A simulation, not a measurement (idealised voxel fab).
The document below concerns the process module designated voxel capacitor over wiring.
Square cells of 5 nm make up the cross-section cut, whose width is 245 nm.
How to read a cross-section here: the picture is a grid of square cells, written as bands going from the top down, and any band can span one or more rows of cells. Heads up on the band format: heights come first, top then bottom, in nm. After that it's the materials left to right, each with its width in nm. A single material flagged "throughout" fills the whole band edge to edge, and "blank" means there's empty space there. It should be noted that heights are counted from 0, beneath which the wafer as supplied is of one material throughout, and that the lowest band possesses no lower boundary but continues downward, as written in "0 -> down". A width such as "30->40" changes by the same amount from each row of cells to the next, from the band's top row to its bottom row. When a step is marked "same as before", none of the cells in the cross-section changed during that step. "Closed cavity list" means: voids of 8 cells or more that are shut off from the top with no open way through. Written width x height at distance, distance from the left edge, in nm. Heads up: the bit after the settings on a step's line is the simulator's remark on that step. overlay nm: right-of-plan distance of the mask on a masked step; negative values mean left-of-plan. Read each pair as before and after one process step. The after cross-section shows only down to the lowest band that changed. The step between them and its settings are given below the pair. Pairs can come from different runs of this module on the same starting wafer. A pair continues from the pair above only where its "Pre-step view" entry says so.
Pre-step view
- 95 -> 85 = 75 nm blank, 70 nm aC, 100 nm blank
- 85 -> 80 = 70 nm blank, 5 nm aC, 70 nm TiN, 5 nm aC, 95 nm blank
- 80 -> 75 = 70 nm blank, 5 nm aC, 70 nm HfO2, 5 nm aC, 95 nm blank
- 75 -> 65 = 70 nm blank, 80 nm TiN, 95 nm blank
- 65 -> 50 = 75 nm SiO2, 5 nm TiN, 5 nm Cu, 5 nm TiN, 155 nm SiO2
- 50 -> 45 = 75 nm SiCN, 15 nm TiN, 155 nm SiCN
- 45 -> 35 = 60 nm SiO2, 5 nm TiN, 20 nm Cu, 5 nm TiN, 65 nm SiO2, 5 nm TiN, 20 nm Cu, 5 nm TiN, 60 nm SiO2
- 35 -> 30 = 60 nm SiN, 30 nm TiN, 65 nm SiN, 30 nm TiN, 60 nm SiN
- 30 -> 0 = SiO2 throughout
- 0 -> down = Si throughout
- Closed cavity list: none
Structure After Step
- 85 -> 80 = 75 nm blank, 70 nm TiN, 100 nm blank
- 80 -> 75 = 75 nm blank, 70 nm HfO2, 100 nm blank
- Rest of section, below 75: as before.
- Closed cavity list: none
The cross-sections above show the structure before and after this step: STRIP,etch materials aC
Pre-step view: the after view from the pair directly above serves as the before view here.
Structure After Step
- 100 -> 85 = SiO2 throughout
- 85 -> 80 = 75 nm SiO2, 70 nm TiN, 100 nm SiO2
- 80 -> 75 = 75 nm SiO2, 70 nm HfO2, 100 nm SiO2
- 75 -> 65 = 70 nm SiO2, 80 nm TiN, 95 nm SiO2
- Rest of section, below 65: as before.
- Closed cavity list: none
The cross-sections above show the structure before and after this step: FILL_DEP,material SiO2,thk nm 15
Pre-step view: the after view from the pair directly above serves as the before view here.
Structure After Step
- 95 -> 85 = SiO2 throughout
- Rest of section, below 85: as before.
- Closed cavity list: none
The cross-sections above show the structure before and after this step: CMP,height nm 95
Pre-step view: the after view from the pair directly above serves as the before view here.
Structure After Step
- 110 -> 95 = aC throughout
- Rest of section, below 95: as before.
- Closed cavity list: none
The cross-sections above show the structure before and after this step: DIRECTIONAL_DEP,material aC,thk nm 15
Pre-step view: the after view from the pair directly above serves as the before view here.
Structure After Step
- 145 -> 110 = 85 nm resist, 15 nm blank, 145 nm resist
- Rest of section, below 110: as before.
- Closed cavity list: none
The cross-sections above show the structure before and after this step: PATTERN,tone open,mask id PLUG_2,material resist,width nm 15,thk nm 35,overlay nm 0
Pre-step view: the after view from the pair directly above serves as the before view here.
Structure After Step
- 130 -> 110 = 85 nm resist, 15 nm blank, 145 nm resist
- 110 -> 95 = 85 nm aC, 15 nm blank, 145 nm aC
- Rest of section, below 95: as before.
- Closed cavity list: none
The cross-sections above show the structure before and after this step: DIRECTIONAL_ETCH,etch materials aC,depth nm 15
Pre-step view: the after view from the pair directly above serves as the before view here.
Structure After Step
- 110 -> 95 = 85 nm aC, 15 nm blank, 145 nm aC
- Rest of section, below 95: as before.
- Closed cavity list: none
The cross-sections above show the structure before and after this step: STRIP,etch materials resist
Pre-step view: the after view from the pair directly above serves as the before view here.
Structure After Step
- 110 -> 95 = 85 nm aC, 15 nm blank, 145 nm aC
- 95 -> 85 = 85 nm SiO2, 15 nm blank, 145 nm SiO2
- Rest of section, below 85: as before.
- Closed cavity list: none
The cross-sections above show the structure before and after this step: DIRECTIONAL_ETCH,etch materials SiO2,depth nm 10
Pre-step view: the after view from the pair directly above serves as the before view here.
Structure After Step
- 95 -> 85 = 85 nm SiO2, 15 nm blank, 145 nm SiO2
- Rest of section, below 85: as before.
- Closed cavity list: none
The cross-sections above show the structure before and after this step: STRIP,etch materials aC
Pre-step view: the after view from the pair directly above serves as the before view here.
Structure After Step
- 100 -> 95 = 90 nm TiN, 5 nm blank, 150 nm TiN
- 95 -> 90 = 85 nm SiO2, 5 nm TiN, 5 nm blank, 5 nm TiN, 145 nm SiO2
- 90 -> 80 = 85->75 nm SiO2, 15->70 nm TiN, 145->100 nm SiO2
- Rest of section, below 80: as before.
- Closed cavity list: none
The cross-sections above show the structure before and after this step: CONFORMAL_DEP,material TiN,thk nm 5
Pre-step view: the after view from the pair directly above serves as the before view here.
Structure After Step
- 110 -> 100 = W throughout
- 100 -> 95 = 90 nm TiN, 5 nm W, 150 nm TiN
- 95 -> 90 = 85 nm SiO2, 5 nm TiN, 5 nm W, 5 nm TiN, 145 nm SiO2
- Rest of section, below 90: as before.
- Closed cavity list: none
The cross-sections above show the structure before and after this step: FILL_DEP,material W,thk nm 10
Pre-step view: the after view from the pair directly above serves as the before view here.
Structure After Step
- 95 -> 90 = 85 nm SiO2, 5 nm TiN, 5 nm W, 5 nm TiN, 145 nm SiO2
- Rest of section, below 90: as before.
- Closed cavity list: none
The cross-sections above show the structure before and after this step: CMP,height nm 95
Pre-step view: the after view from the pair directly above serves as the before view here.
Structure After Step
- 100 -> 95 = SiN throughout
- Rest of section, below 95: as before.
- Closed cavity list: none
The cross-sections above show the structure before and after this step: CONFORMAL_DEP,material SiN,thk nm 5
Pre-step view
- 15 -> 0 = SiO2 throughout
- 0 -> down = Si throughout
- Closed cavity list: none
Structure After Step
- 40 -> 0 = SiO2 throughout
- Rest of section, below 0: as before.
- Closed cavity list: none
The cross-sections above show the structure before and after this step: DIRECTIONAL_DEP,material SiO2,thk nm 25
Pre-step view: the after view from the pair directly above serves as the before view here.
Structure After Step
- 45 -> 40 = SiN throughout
- Rest of section, below 40: as before.
- Closed cavity list: none
The cross-sections above show the structure before and after this step: CONFORMAL_DEP,material SiN,thk nm 5
Pre-step view: the after view from the pair directly above serves as the before view here.
Structure After Step
- 55 -> 45 = aC throughout
- Rest of section, below 45: as before.
- Closed cavity list: none
The cross-sections above show the structure before and after this step: DIRECTIONAL_DEP,material aC,thk nm 10
Pre-step view: the after view from the pair directly above serves as the before view here.
Structure After Step
- 85 -> 55 = 60 nm resist, 30 nm blank, 65 nm resist, 30 nm blank, 60 nm resist
- Rest of section, below 55: as before.
- Closed cavity list: none
The cross-sections above show the structure before and after this step: PATTERN,tone open,mask id METAL_1,material resist,width nm 30,pitch nm 95,thk nm 30,overlay nm 0
Pre-step view: the after view from the pair directly above serves as the before view here.
Structure After Step
- 75 -> 55 = 60 nm resist, 30 nm blank, 65 nm resist, 30 nm blank, 60 nm resist
- 55 -> 45 = 60 nm aC, 30 nm blank, 65 nm aC, 30 nm blank, 60 nm aC
- Rest of section, below 45: as before.
- Closed cavity list: none
The cross-sections above show the structure before and after this step: DIRECTIONAL_ETCH,etch materials aC,depth nm 10
Pre-step view: the after view from the pair directly above serves as the before view here.
Structure After Step
- 55 -> 45 = 60 nm aC, 30 nm blank, 65 nm aC, 30 nm blank, 60 nm aC
- Rest of section, below 45: as before.
- Closed cavity list: none
The cross-sections above show the structure before and after this step: STRIP,etch materials resist
Pre-step view: the after view from the pair directly above serves as the before view here.
Structure After Step
- 55 -> 45 = 60 nm aC, 30 nm blank, 65 nm aC, 30 nm blank, 60 nm aC
- 45 -> 40 = 60 nm SiN, 30 nm blank, 65 nm SiN, 30 nm blank, 60 nm SiN
- Rest of section, below 40: as before.
- Closed cavity list: none
The cross-sections above show the structure before and after this step: DIRECTIONAL_ETCH,etch materials SiN,depth nm 5
Pre-step view: the after view from the pair directly above serves as the before view here.
Structure After Step
- 45 -> 40 = 60 nm SiN, 30 nm blank, 65 nm SiN, 30 nm blank, 60 nm SiN
- Rest of section, below 40: as before.
- Closed cavity list: none
The cross-sections above show the structure before and after this step: STRIP,etch materials aC
Pre-step view: the after view from the pair directly above serves as the before view here.
Structure After Step
- 50 -> 45 = 65 nm TiN, 20 nm blank, 75 nm TiN, 20 nm blank, 65 nm TiN
- 45 -> 40 = 60 nm SiN, 30 nm TiN, 65 nm SiN, 30 nm TiN, 60 nm SiN
- Rest of section, below 40: as before.
- Closed cavity list: none
The cross-sections above show the structure before and after this step: CONFORMAL_DEP,material TiN,thk nm 5
Pre-step view: the after view from the pair directly above serves as the before view here.
Structure After Step
- 60 -> 50 = Cu throughout
- 50 -> 45 = 65 nm TiN, 20 nm Cu, 75 nm TiN, 20 nm Cu, 65 nm TiN
- Rest of section, below 45: as before.
- Closed cavity list: none
The cross-sections above show the structure before and after this step: FILL_DEP,material Cu,thk nm 10
Pre-step view: the after view from the pair directly above serves as the before view here.
Structure After Step
- 45 -> 40 = 60 nm SiN, 30 nm TiN, 65 nm SiN, 30 nm TiN, 60 nm SiN
- Rest of section, below 40: as before.
- Closed cavity list: none
The cross-sections above show the structure before and after this step: CMP,height nm 45
Pre-step view: the after view from the pair directly above serves as the before view here.
Structure After Step
- 50 -> 45 = SiCN throughout
- Rest of section, below 45: as before.
- Closed cavity list: none
The cross-sections above show the structure before and after this step: CONFORMAL_DEP,material SiCN,thk nm 5
Pre-step view: the after view from the pair directly above serves as the before view here.
Structure After Step
- 65 -> 50 = SiO2 throughout
- Rest of section, below 50: as before.
- Closed cavity list: none
The cross-sections above show the structure before and after this step: DIRECTIONAL_DEP,material SiO2,thk nm 15
Pre-step view: the after view from the pair directly above serves as the before view here.
Structure After Step
- 85 -> 65 = 75 nm resist, 15 nm blank, 155 nm resist
- Rest of section, below 65: as before.
- Closed cavity list: none
The cross-sections above show the structure before and after this step: PATTERN,tone open,mask id PLUG_1,material resist,width nm 15,thk nm 20,overlay nm 0
Pre-step view: the after view from the pair directly above serves as the before view here.
Structure After Step
- 85 -> 65 = 75 nm resist, 15 nm blank, 155 nm resist
- 65 -> 50 = 75 nm SiO2, 15 nm blank, 155 nm SiO2
- Rest of section, below 50: as before.
- Closed cavity list: none
The cross-sections above show the structure before and after this step: DIRECTIONAL_ETCH,etch materials SiO2,depth nm 15
Pre-step view: the after view from the pair directly above serves as the before view here.
Structure After Step
- 85 -> 65 = 75 nm resist, 15 nm blank, 155 nm resist
- 65 -> 50 = 75 nm SiO2, 15 nm blank, 155 nm SiO2
- 50 -> 45 = 75 nm SiCN, 15 nm blank, 155 nm SiCN
- Rest of section, below 45: as before.
- Closed cavity list: none
The cross-sections above show the structure before and after this step: DIRECTIONAL_ETCH,etch materials SiCN,depth nm 5
Pre-step view: the after view from the pair directly above serves as the before view here.
Structure After Step
- 65 -> 50 = 75 nm SiO2, 15 nm blank, 155 nm SiO2
- Rest of section, below 50: as before.
- Closed cavity list: none
The cross-sections above show the structure before and after this step: STRIP,etch materials resist
Pre-step view: the after view from the pair directly above serves as the before view here.
Structure After Step
- 70 -> 65 = 80 nm TiN, 5 nm blank, 160 nm TiN
- 65 -> 50 = 75 nm SiO2, 5 nm TiN, 5 nm blank, 5 nm TiN, 155 nm SiO2
- 50 -> 45 = 75 nm SiCN, 15 nm TiN, 155 nm SiCN
- Rest of section, below 45: as before.
- Closed cavity list: none
The cross-sections above show the structure before and after this step: CONFORMAL_DEP,material TiN,thk nm 5
Pre-step view: the after view from the pair directly above serves as the before view here.
Structure After Step
- 80 -> 70 = Cu throughout
- 70 -> 65 = 80 nm TiN, 5 nm Cu, 160 nm TiN
- 65 -> 50 = 75 nm SiO2, 5 nm TiN, 5 nm Cu, 5 nm TiN, 155 nm SiO2
- Rest of section, below 50: as before.
- Closed cavity list: none
The cross-sections above show the structure before and after this step: FILL_DEP,material Cu,thk nm 10
Pre-step view: the after view from the pair directly above serves as the before view here.
Structure After Step
- 65 -> 50 = 75 nm SiO2, 5 nm TiN, 5 nm Cu, 5 nm TiN, 155 nm SiO2
- Rest of section, below 50: as before.
- Closed cavity list: none
The cross-sections above show the structure before and after this step: CMP,height nm 65
Pre-step view: the after view from the pair directly above serves as the before view here.
Structure After Step
- 75 -> 65 = TiN throughout
- Rest of section, below 65: as before.
- Closed cavity list: none
The cross-sections above show the structure before and after this step: DIRECTIONAL_DEP,material TiN,thk nm 10
Pre-step view: the after view from the pair directly above serves as the before view here.
Structure After Step
- 80 -> 75 = HfO2 throughout
- Rest of section, below 75: as before.
- Closed cavity list: none
The cross-sections above show the structure before and after this step: DIRECTIONAL_DEP,material HfO2,thk nm 5
Pre-step view: the after view from the pair directly above serves as the before view here.
Structure After Step
- 85 -> 80 = TiN throughout
- Rest of section, below 80: as before.
- Closed cavity list: none
The cross-sections above show the structure before and after this step: DIRECTIONAL_DEP,material TiN,thk nm 5
Pre-step view: the after view from the pair directly above serves as the before view here.
Structure After Step
- 100 -> 85 = 75 nm blank, 70 nm resist, 100 nm blank
- Rest of section, below 85: as before.
- Closed cavity list: none
The cross-sections above show the structure before and after this step: PATTERN,tone cover,mask id UPPER_PLATE,material resist,width nm 70,thk nm 15,overlay nm 0
Pre-step view: the after view from the pair directly above serves as the before view here.
Structure After Step
- 100 -> 85 = 75 nm blank, 70 nm resist, 100 nm blank
- 85 -> 80 = 75 nm blank, 70 nm TiN, 100 nm blank
- Rest of section, below 80: as before.
- Closed cavity list: none
The cross-sections above show the structure before and after this step: DIRECTIONAL_ETCH,etch materials TiN,depth nm 5
Pre-step view: the after view from the pair directly above serves as the before view here.
Structure After Step
- 100 -> 85 = 75 nm blank, 70 nm resist, 100 nm blank
- 85 -> 80 = 75 nm blank, 70 nm TiN, 100 nm blank
- 80 -> 75 = 75 nm blank, 70 nm HfO2, 100 nm blank
- Rest of section, below 75: as before.
- Closed cavity list: none
The cross-sections above show the structure before and after this step: DIRECTIONAL_ETCH,etch materials HfO2,depth nm 5
Pre-step view: the after view from the pair directly above serves as the before view here.
Structure After Step
- 85 -> 80 = 75 nm blank, 70 nm TiN, 100 nm blank
- Rest of section, below 80: as before.
- Closed cavity list: none
The cross-sections above show the structure before and after this step: STRIP,etch materials resist
Pre-step view: the after view from the pair directly above serves as the before view here.
Structure After Step
- 95 -> 85 = 75 nm blank, 70 nm aC, 100 nm blank
- 85 -> 80 = 75 nm aC, 70 nm TiN, 100 nm aC
- 80 -> 75 = 75 nm aC, 70 nm HfO2, 100 nm aC
- Rest of section, below 75: as before.
- Closed cavity list: none
The cross-sections above show the structure before and after this step: DIRECTIONAL_DEP,material aC,thk nm 10
Pre-step view: the after view from the pair directly above serves as the before view here.
Structure After Step
- 125 -> 95 = 70 nm blank, 80 nm resist, 95 nm blank
- 95 -> 85 = 70 nm blank, 5 nm resist, 70 nm aC, 5 nm resist, 95 nm blank
- Rest of section, below 85: as before.
- Closed cavity list: none
The cross-sections above show the structure before and after this step: PATTERN,tone cover,mask id LOWER_PLATE,material resist,width nm 80,thk nm 30,overlay nm 0
Pre-step view: the after view from the pair directly above serves as the before view here.
Structure After Step
- 115 -> 95 = 70 nm blank, 80 nm resist, 95 nm blank
- 95 -> 85 = 70 nm blank, 5 nm resist, 70 nm aC, 5 nm resist, 95 nm blank
- 85 -> 80 = 70 nm blank, 5 nm aC, 70 nm TiN, 5 nm aC, 95 nm blank
- 80 -> 75 = 70 nm blank, 5 nm aC, 70 nm HfO2, 5 nm aC, 95 nm blank
- Rest of section, below 75: as before.
- Closed cavity list: none
The cross-sections above show the structure before and after this step: DIRECTIONAL_ETCH,etch materials aC,depth nm 10
Pre-step view: the after view from the pair directly above serves as the before view here.
Structure After Step
- 95 -> 85 = 75 nm blank, 70 nm aC, 100 nm blank
- Rest of section, below 85: as before.
- Closed cavity list: none
The cross-sections above show the structure before and after this step: STRIP,etch materials resist
Pre-step view: the after view from the pair directly above serves as the before view here.
Structure After Step
- 95 -> 85 = 75 nm blank, 70 nm aC, 100 nm blank
- 85 -> 80 = 70 nm blank, 5 nm aC, 70 nm TiN, 5 nm aC, 95 nm blank
- 80 -> 75 = 70 nm blank, 5 nm aC, 70 nm HfO2, 5 nm aC, 95 nm blank
- 75 -> 65 = 70 nm blank, 80 nm TiN, 95 nm blank
- Rest of section, below 65: as before.
- Closed cavity list: none
The cross-sections above show the structure before and after this step: DIRECTIONAL_ETCH,etch materials TiN,depth nm 10
Pre-step view: the after view from the pair directly above serves as the before view here.
Structure After Step
- 85 -> 80 = 75 nm blank, 70 nm TiN, 100 nm blank
- 80 -> 75 = 75 nm blank, 70 nm HfO2, 100 nm blank
- Rest of section, below 75: as before.
- Closed cavity list: none
The cross-sections above show the structure before and after this step: STRIP,etch materials aC
Pre-step view: the after view from the pair directly above serves as the before view here.
Structure After Step
- 100 -> 85 = SiO2 throughout
- 85 -> 80 = 75 nm SiO2, 70 nm TiN, 100 nm SiO2
- 80 -> 75 = 75 nm SiO2, 70 nm HfO2, 100 nm SiO2
- 75 -> 65 = 70 nm SiO2, 80 nm TiN, 95 nm SiO2
- Rest of section, below 65: as before.
- Closed cavity list: none
The cross-sections above show the structure before and after this step: FILL_DEP,material SiO2,thk nm 15
Pre-step view: the after view from the pair directly above serves as the before view here.
Structure After Step
- 95 -> 85 = SiO2 throughout
- Rest of section, below 85: as before.
- Closed cavity list: none
The cross-sections above show the structure before and after this step: CMP,height nm 95
Pre-step view: the after view from the pair directly above serves as the before view here.
Structure After Step
- 110 -> 95 = aC throughout
- Rest of section, below 95: as before.
- Closed cavity list: none
The cross-sections above show the structure before and after this step: DIRECTIONAL_DEP,material aC,thk nm 15
Pre-step view: the after view from the pair directly above serves as the before view here.
Structure After Step
- 145 -> 110 = 85 nm resist, 15 nm blank, 145 nm resist
- Rest of section, below 110: as before.
- Closed cavity list: none
The cross-sections above show the structure before and after this step: PATTERN,tone open,mask id PLUG_2,material resist,width nm 15,thk nm 35,overlay nm 0
Pre-step view: the after view from the pair directly above serves as the before view here.
Structure After Step
- 130 -> 110 = 85 nm resist, 15 nm blank, 145 nm resist
- 110 -> 95 = 85 nm aC, 15 nm blank, 145 nm aC
- Rest of section, below 95: as before.
- Closed cavity list: none
The cross-sections above show the structure before and after this step: DIRECTIONAL_ETCH,etch materials aC,depth nm 15
Pre-step view: the after view from the pair directly above serves as the before view here.
Structure After Step
- 110 -> 95 = 85 nm aC, 15 nm blank, 145 nm aC
- Rest of section, below 95: as before.
- Closed cavity list: none
The cross-sections above show the structure before and after this step: STRIP,etch materials resist
Pre-step view: the after view from the pair directly above serves as the before view here.
Structure After Step
- 110 -> 95 = 85 nm aC, 15 nm blank, 145 nm aC
- 95 -> 85 = 85 nm SiO2, 15 nm blank, 145 nm SiO2
- Rest of section, below 85: as before.
- Closed cavity list: none
The cross-sections above show the structure before and after this step: DIRECTIONAL_ETCH,etch materials SiO2,depth nm 10
Pre-step view: the after view from the pair directly above serves as the before view here.
Structure After Step
- 95 -> 85 = 85 nm SiO2, 15 nm blank, 145 nm SiO2
- Rest of section, below 85: as before.
- Closed cavity list: none
The cross-sections above show the structure before and after this step: STRIP,etch materials aC
Pre-step view: the after view from the pair directly above serves as the before view here.
Structure After Step
- 100 -> 95 = 90 nm TiN, 5 nm blank, 150 nm TiN
- 95 -> 90 = 85 nm SiO2, 5 nm TiN, 5 nm blank, 5 nm TiN, 145 nm SiO2
- 90 -> 80 = 85->75 nm SiO2, 15->70 nm TiN, 145->100 nm SiO2
- Rest of section, below 80: as before.
- Closed cavity list: none
The cross-sections above show the structure before and after this step: CONFORMAL_DEP,material TiN,thk nm 5
Pre-step view: the after view from the pair directly above serves as the before view here.
Structure After Step
- 110 -> 100 = W throughout
- 100 -> 95 = 90 nm TiN, 5 nm W, 150 nm TiN
- 95 -> 90 = 85 nm SiO2, 5 nm TiN, 5 nm W, 5 nm TiN, 145 nm SiO2
- Rest of section, below 90: as before.
- Closed cavity list: none
The cross-sections above show the structure before and after this step: FILL_DEP,material W,thk nm 10
Pre-step view: the after view from the pair directly above serves as the before view here.
Structure After Step
- 95 -> 90 = 85 nm SiO2, 5 nm TiN, 5 nm W, 5 nm TiN, 145 nm SiO2
- Rest of section, below 90: as before.
- Closed cavity list: none
The cross-sections above show the structure before and after this step: CMP,height nm 95
Pre-step view: the after view from the pair directly above serves as the before view here.
Structure After Step
- 100 -> 95 = SiN throughout
- Rest of section, below 95: as before.
- Closed cavity list: none
The cross-sections above show the structure before and after this step: CONFORMAL_DEP,material SiN,thk nm 5
Pre-step view
- 15 -> 0 = SiO2 throughout
- 0 -> down = Si throughout
- Closed cavity list: none
Structure After Step
- 30 -> 15 = SiN throughout
- Rest of section, below 15: as before.
- Closed cavity list: none
The cross-sections above show the structure before and after this step: CONFORMAL_DEP,material SiN,thk nm 15
Pre-step view: the after view from the pair directly above serves as the before view here.
Structure After Step
- 55 -> 30 = SiO2 throughout
- Rest of section, below 30: as before.
- Closed cavity list: none
The cross-sections above show the structure before and after this step: DIRECTIONAL_DEP,material SiO2,thk nm 25
Pre-step view: the after view from the pair directly above serves as the before view here.
Structure After Step
- 65 -> 55 = aC throughout
- Rest of section, below 55: as before.
- Closed cavity list: none
The cross-sections above show the structure before and after this step: DIRECTIONAL_DEP,material aC,thk nm 10
Pre-step view: the after view from the pair directly above serves as the before view here.
Structure After Step
- 95 -> 65 = 60 nm resist, 30 nm blank, 65 nm resist, 30 nm blank, 60 nm resist
- Rest of section, below 65: as before.
- Closed cavity list: none
The cross-sections above show the structure before and after this step: PATTERN,tone open,mask id METAL_1,material resist,width nm 30,pitch nm 95,thk nm 30,overlay nm 0
Pre-step view: the after view from the pair directly above serves as the before view here.
Structure After Step
- 85 -> 65 = 60 nm resist, 30 nm blank, 65 nm resist, 30 nm blank, 60 nm resist
- 65 -> 55 = 60 nm aC, 30 nm blank, 65 nm aC, 30 nm blank, 60 nm aC
- Rest of section, below 55: as before.
- Closed cavity list: none
The cross-sections above show the structure before and after this step: DIRECTIONAL_ETCH,etch materials aC,depth nm 10
Pre-step view: the after view from the pair directly above serves as the before view here.
Structure After Step
- 65 -> 55 = 60 nm aC, 30 nm blank, 65 nm aC, 30 nm blank, 60 nm aC
- Rest of section, below 55: as before.
- Closed cavity list: none
The cross-sections above show the structure before and after this step: STRIP,etch materials resist
Pre-step view: the after view from the pair directly above serves as the before view here.
Structure After Step
- 65 -> 55 = 60 nm aC, 30 nm blank, 65 nm aC, 30 nm blank, 60 nm aC
- 55 -> 30 = 60 nm SiO2, 30 nm blank, 65 nm SiO2, 30 nm blank, 60 nm SiO2
- Rest of section, below 30: as before.
- Closed cavity list: none
The cross-sections above show the structure before and after this step: DIRECTIONAL_ETCH,etch materials SiO2,depth nm 25
Pre-step view: the after view from the pair directly above serves as the before view here.
Structure After Step
- 65 -> 55 = 60 nm aC, 30 nm blank, 65 nm aC, 30 nm blank, 60 nm aC
- 55 -> 30 = 60 nm SiO2, 30 nm blank, 65 nm SiO2, 30 nm blank, 60 nm SiO2
- 30 -> 25 = 60 nm SiN, 30 nm blank, 65 nm SiN, 30 nm blank, 60 nm SiN
- Rest of section, below 25: as before.
- Closed cavity list: none
The cross-sections above show the structure before and after this step: DIRECTIONAL_ETCH,etch materials SiN,depth nm 5
Pre-step view: the after view from the pair directly above serves as the before view here.
Structure After Step
- 55 -> 30 = 60 nm SiO2, 30 nm blank, 65 nm SiO2, 30 nm blank, 60 nm SiO2
- Rest of section, below 30: as before.
- Closed cavity list: none
The cross-sections above show the structure before and after this step: STRIP,etch materials aC
Pre-step view: the after view from the pair directly above serves as the before view here.
Structure After Step
- 60 -> 55 = 65 nm TiN, 20 nm blank, 75 nm TiN, 20 nm blank, 65 nm TiN
- 55 -> 30 = 60 nm SiO2, 5 nm TiN, 20 nm blank, 5 nm TiN, 65 nm SiO2, 5 nm TiN, 20 nm blank, 5 nm TiN, 60 nm SiO2
- 30 -> 25 = 60 nm SiN, 30 nm TiN, 65 nm SiN, 30 nm TiN, 60 nm SiN
- Rest of section, below 25: as before.
- Closed cavity list: none
The cross-sections above show the structure before and after this step: CONFORMAL_DEP,material TiN,thk nm 5
Pre-step view: the after view from the pair directly above serves as the before view here.
Structure After Step
- 70 -> 60 = Cu throughout
- 60 -> 55 = 65 nm TiN, 20 nm Cu, 75 nm TiN, 20 nm Cu, 65 nm TiN
- 55 -> 30 = 60 nm SiO2, 5 nm TiN, 20 nm Cu, 5 nm TiN, 65 nm SiO2, 5 nm TiN, 20 nm Cu, 5 nm TiN, 60 nm SiO2
- Rest of section, below 30: as before.
- Closed cavity list: none
The cross-sections above show the structure before and after this step: FILL_DEP,material Cu,thk nm 10
Pre-step view: the after view from the pair directly above serves as the before view here.
Structure After Step
- 45 -> 30 = 60 nm SiO2, 5 nm TiN, 20 nm Cu, 5 nm TiN, 65 nm SiO2, 5 nm TiN, 20 nm Cu, 5 nm TiN, 60 nm SiO2
- Rest of section, below 30: as before.
- Closed cavity list: none
The cross-sections above show the structure before and after this step: CMP,height nm 45
Pre-step view: the after view from the pair directly above serves as the before view here.
Structure After Step
- 50 -> 45 = SiCN throughout
- Rest of section, below 45: as before.
- Closed cavity list: none
The cross-sections above show the structure before and after this step: CONFORMAL_DEP,material SiCN,thk nm 5
Pre-step view: the after view from the pair directly above serves as the before view here.
Structure After Step
- 65 -> 50 = SiO2 throughout
- Rest of section, below 50: as before.
- Closed cavity list: none
The cross-sections above show the structure before and after this step: DIRECTIONAL_DEP,material SiO2,thk nm 15
Pre-step view: the after view from the pair directly above serves as the before view here.
Structure After Step
- 85 -> 65 = 75 nm resist, 15 nm blank, 155 nm resist
- Rest of section, below 65: as before.
- Closed cavity list: none
The cross-sections above show the structure before and after this step: PATTERN,tone open,mask id PLUG_1,material resist,width nm 15,thk nm 20,overlay nm 0
Pre-step view: the after view from the pair directly above serves as the before view here.
Structure After Step
- 85 -> 65 = 75 nm resist, 15 nm blank, 155 nm resist
- 65 -> 50 = 75 nm SiO2, 15 nm blank, 155 nm SiO2
- Rest of section, below 50: as before.
- Closed cavity list: none
The cross-sections above show the structure before and after this step: DIRECTIONAL_ETCH,etch materials SiO2,depth nm 15
Pre-step view: the after view from the pair directly above serves as the before view here.
Structure After Step
- 85 -> 65 = 75 nm resist, 15 nm blank, 155 nm resist
- 65 -> 50 = 75 nm SiO2, 15 nm blank, 155 nm SiO2
- 50 -> 45 = 75 nm SiCN, 15 nm blank, 155 nm SiCN
- Rest of section, below 45: as before.
- Closed cavity list: none
The cross-sections above show the structure before and after this step: DIRECTIONAL_ETCH,etch materials SiCN,depth nm 5
Pre-step view: the after view from the pair directly above serves as the before view here.
Structure After Step
- 65 -> 50 = 75 nm SiO2, 15 nm blank, 155 nm SiO2
- Rest of section, below 50: as before.
- Closed cavity list: none
The cross-sections above show the structure before and after this step: STRIP,etch materials resist
Pre-step view: the after view from the pair directly above serves as the before view here.
Structure After Step
- 70 -> 65 = 80 nm TiN, 5 nm blank, 160 nm TiN
- 65 -> 50 = 75 nm SiO2, 5 nm TiN, 5 nm blank, 5 nm TiN, 155 nm SiO2
- 50 -> 45 = 75 nm SiCN, 15 nm TiN, 155 nm SiCN
- Rest of section, below 45: as before.
- Closed cavity list: none
The cross-sections above show the structure before and after this step: CONFORMAL_DEP,material TiN,thk nm 5
Pre-step view: the after view from the pair directly above serves as the before view here.
Structure After Step
- 80 -> 70 = Cu throughout
- 70 -> 65 = 80 nm TiN, 5 nm Cu, 160 nm TiN
- 65 -> 50 = 75 nm SiO2, 5 nm TiN, 5 nm Cu, 5 nm TiN, 155 nm SiO2
- Rest of section, below 50: as before.
- Closed cavity list: none
The cross-sections above show the structure before and after this step: FILL_DEP,material Cu,thk nm 10
Pre-step view: the after view from the pair directly above serves as the before view here.
Structure After Step
- 65 -> 50 = 75 nm SiO2, 5 nm TiN, 5 nm Cu, 5 nm TiN, 155 nm SiO2
- Rest of section, below 50: as before.
- Closed cavity list: none
The cross-sections above show the structure before and after this step: CMP,height nm 65
Pre-step view: the after view from the pair directly above serves as the before view here.
Structure After Step
- 75 -> 65 = TiN throughout
- Rest of section, below 65: as before.
- Closed cavity list: none
The cross-sections above show the structure before and after this step: DIRECTIONAL_DEP,material TiN,thk nm 10
Pre-step view: the after view from the pair directly above serves as the before view here.
Structure After Step
- 80 -> 75 = HfO2 throughout
- Rest of section, below 75: as before.
- Closed cavity list: none
The cross-sections above show the structure before and after this step: DIRECTIONAL_DEP,material HfO2,thk nm 5
Pre-step view: the after view from the pair directly above serves as the before view here.
Structure After Step
- 85 -> 80 = TiN throughout
- Rest of section, below 80: as before.
- Closed cavity list: none
The cross-sections above show the structure before and after this step: DIRECTIONAL_DEP,material TiN,thk nm 5
Pre-step view: the after view from the pair directly above serves as the before view here.
Structure After Step
- 100 -> 85 = 75 nm blank, 70 nm resist, 100 nm blank
- Rest of section, below 85: as before.
- Closed cavity list: none
The cross-sections above show the structure before and after this step: PATTERN,tone cover,mask id UPPER_PLATE,material resist,width nm 70,thk nm 15,overlay nm 0
Pre-step view: the after view from the pair directly above serves as the before view here.
Structure After Step
- 100 -> 85 = 75 nm blank, 70 nm resist, 100 nm blank
- 85 -> 80 = 75 nm blank, 70 nm TiN, 100 nm blank
- Rest of section, below 80: as before.
- Closed cavity list: none
The cross-sections above show the structure before and after this step: DIRECTIONAL_ETCH,etch materials TiN,depth nm 5
Pre-step view: the after view from the pair directly above serves as the before view here.
Structure After Step
- 100 -> 85 = 75 nm blank, 70 nm resist, 100 nm blank
- 85 -> 80 = 75 nm blank, 70 nm TiN, 100 nm blank
- 80 -> 75 = 75 nm blank, 70 nm HfO2, 100 nm blank
- Rest of section, below 75: as before.
- Closed cavity list: none
The cross-sections above show the structure before and after this step: DIRECTIONAL_ETCH,etch materials HfO2,depth nm 5
